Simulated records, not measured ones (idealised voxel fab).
Documented hereafter: the process module known as voxel wiring stack.
The width of the displayed cross-section, cut, is 245 nm; its cells are square, with a size of 5 nm.
Just so we're on the same page, the cross-sections are grids of square cells, and they're listed out in bands top to bottom, each band one or more rows deep.
Look at the band entry: it leads with the top's height and the bottom's height in nm. Then it lists the materials left to right, with a width in nm for each. The word "throughout" on a single material says that material fills the band edge to edge. The word "blank" is empty space.
Note: height 0 marks the level under which the wafer is uniformly one material as received. Lowest band unbounded below, written "from 0 down".
Quick explanation for "30..40": the width changes in equal steps down the rows of cells, from the first number in the band's top row to the second number in its bottom row.
It should be understood that the words "no change occurred", when stated for a given step, signify that the cross-section underwent no change in any of its cells during that step.
Reported under the label "Fully enclosed voids" are the empty spaces having no open way to the top and comprising 8 cells or more; the notation for each is width x height at distance, in which the distance is measured from the left edge and all three values are in nm.
Past the settings on a step's line: simulator remark, on that step.
overlay nm: mask right of planned place by this much (step with mask). Neg. = left.
## plan
1: RECEIVE: material Si
2: CONFORMAL_DEP: material SiO2, thk nm 10
3: CONFORMAL_DEP: material SiCN, thk nm 5
4: DIRECTIONAL_DEP: material SiO2, thk nm 20
5: MASKED_ETCH: tone open, mask id METAL_1, width nm 30, pitch nm 60, etch materials SiO2, depth nm 20, overlay nm 0
6: MASKED_ETCH: tone open, mask id METAL_1, width nm 30, pitch nm 60, etch materials SiCN, depth nm 5, overlay nm 0
7: CONFORMAL_DEP: material TiN, thk nm 5
8: FILL_DEP: material W, thk nm 10
9: CMP: height nm 35
10: CONFORMAL_DEP: material SiCN, thk nm 5
11: DIRECTIONAL_DEP: material lowk, thk nm 20
12: PATTERN: tone open, mask id PLUG_1, material resist, width nm 15, pitch nm 60, thk nm 15, overlay nm 0
13: DIRECTIONAL_ETCH: etch materials lowk, depth nm 20
14: DIRECTIONAL_ETCH: etch materials SiCN, depth nm 5
15: STRIP: etch materials resist
16: EPI: material Ru, thk nm 10
17: EPI: material Ru, thk nm 10
18: EPI: material Ru, thk nm 5
19: DIRECTIONAL_DEP: material TiN, thk nm 5
20: DIRECTIONAL_DEP: material Ru, thk nm 25
21: PATTERN: tone cover, mask id METAL_2, material resist, width nm 30, pitch nm 60, thk nm 15, overlay nm 0
22: DIRECTIONAL_ETCH: etch materials Ru, depth nm 25
23: DIRECTIONAL_ETCH: etch materials TiN, depth nm 5
24: STRIP: etch materials resist
25: FILL_DEP: material lowk, thk nm 10
26: CMP: height nm 90
27: CONFORMAL_DEP: material SiCN, thk nm 5
28: DIRECTIONAL_DEP: material SiO2, thk nm 30
29: PATTERN: tone open, mask id METAL_3, material resist, width nm 30, pitch nm 60, thk nm 20, overlay nm 0
30: DIRECTIONAL_ETCH: etch materials SiO2, depth nm 20
31: STRIP: etch materials resist
32: PATTERN: tone open, mask id METAL_3_HOLES, material resist, width nm 15, pitch nm 60, thk nm 15, overlay nm 0
33: DIRECTIONAL_ETCH: etch materials SiO2, depth nm 10
34: DIRECTIONAL_ETCH: etch materials SiCN, depth nm 5
35: STRIP: etch materials resist
36: CONFORMAL_DEP: material TiN, thk nm 5
37: FILL_DEP: material Ru, thk nm 5
38: CMP: height nm 125
39: CONFORMAL_DEP: material SiCN, thk nm 5
## Step 1 complete: cross-section of the wafer as received
from 0 down: Si throughout
Fully enclosed voids: none
## Figure: cross-sectional view of the wafer upon completion of the module, processed from the initial state and according to the plan depicted above, with one error introduced during execution
from 130 to 125: SiCN throughout
from 125 to 110: SiO2 45 nm / TiN 5 nm / Ru 20 nm / TiN 5 nm / SiO2 30 nm / TiN 5 nm / Ru 20 nm / TiN 5 nm / SiO2 30 nm / TiN 5 nm / Ru 20 nm / TiN 5 nm / SiO2 50 nm
from 110 to 105: SiO2 45 nm / TiN 5 nm / Ru 5 nm / TiN 20 nm / SiO2 30 nm / TiN 5 nm / Ru 5 nm / TiN 20 nm / SiO2 30 nm / TiN 5 nm / Ru 5 nm / TiN 20 nm / SiO2 50 nm
from 105 to 95: SiO2 45 nm / TiN 5 nm / Ru 5 nm / TiN 5 nm / SiO2 45 nm / TiN 5 nm / Ru 5 nm / TiN 5 nm / SiO2 45 nm / TiN 5 nm / Ru 5 nm / TiN 5 nm / SiO2 65 nm
from 95 to 90: SiCN 45 nm / TiN 15 nm / SiCN 45 nm / TiN 15 nm / SiCN 45 nm / TiN 15 nm / SiCN 65 nm
from 90 to 65: lowk 45 nm / Ru 30 nm / lowk 30 nm / Ru 30 nm / lowk 30 nm / Ru 30 nm / lowk 50 nm
from 65 to 60: lowk 45 nm / TiN 30 nm / lowk 30 nm / TiN 30 nm / lowk 30 nm / TiN 30 nm / lowk 50 nm
from 60 to 40: lowk 45 nm / Ru 15 nm / lowk 45 nm / Ru 15 nm / lowk 45 nm / Ru 15 nm / lowk 65 nm
from 40 to 35: SiCN 45 nm / Ru 15 nm / SiCN 45 nm / Ru 15 nm / SiCN 45 nm / Ru 15 nm / SiCN 65 nm
from 35 to 20: SiO2 55 nm / TiN 5 nm / W 20 nm / TiN 5 nm / SiO2 30 nm / TiN 5 nm / W 20 nm / TiN 5 nm / SiO2 30 nm / TiN 5 nm / W 20 nm / TiN 5 nm / SiO2 40 nm
from 20 to 15: SiO2 55 nm / TiN 5 nm / W 10 nm / TiN 15 nm / SiO2 30 nm / TiN 5 nm / W 10 nm / TiN 15 nm / SiO2 30 nm / TiN 5 nm / W 10 nm / TiN 15 nm / SiO2 40 nm
from 15 to 10: SiCN 55 nm / TiN 20 nm / SiCN 40 nm / TiN 20 nm / SiCN 40 nm / TiN 20 nm / SiCN 50 nm
from 10 to 0: SiO2 throughout
from 0 down: Si throughout
Fully enclosed voids: none
Deviation noted in wafer processing: rather than as planned, step 5 actually ran as MASKED_ETCH: tone open, mask id METAL_1, width nm 30, pitch nm 60, etch materials SiO2, depth nm 20, overlay nm 10
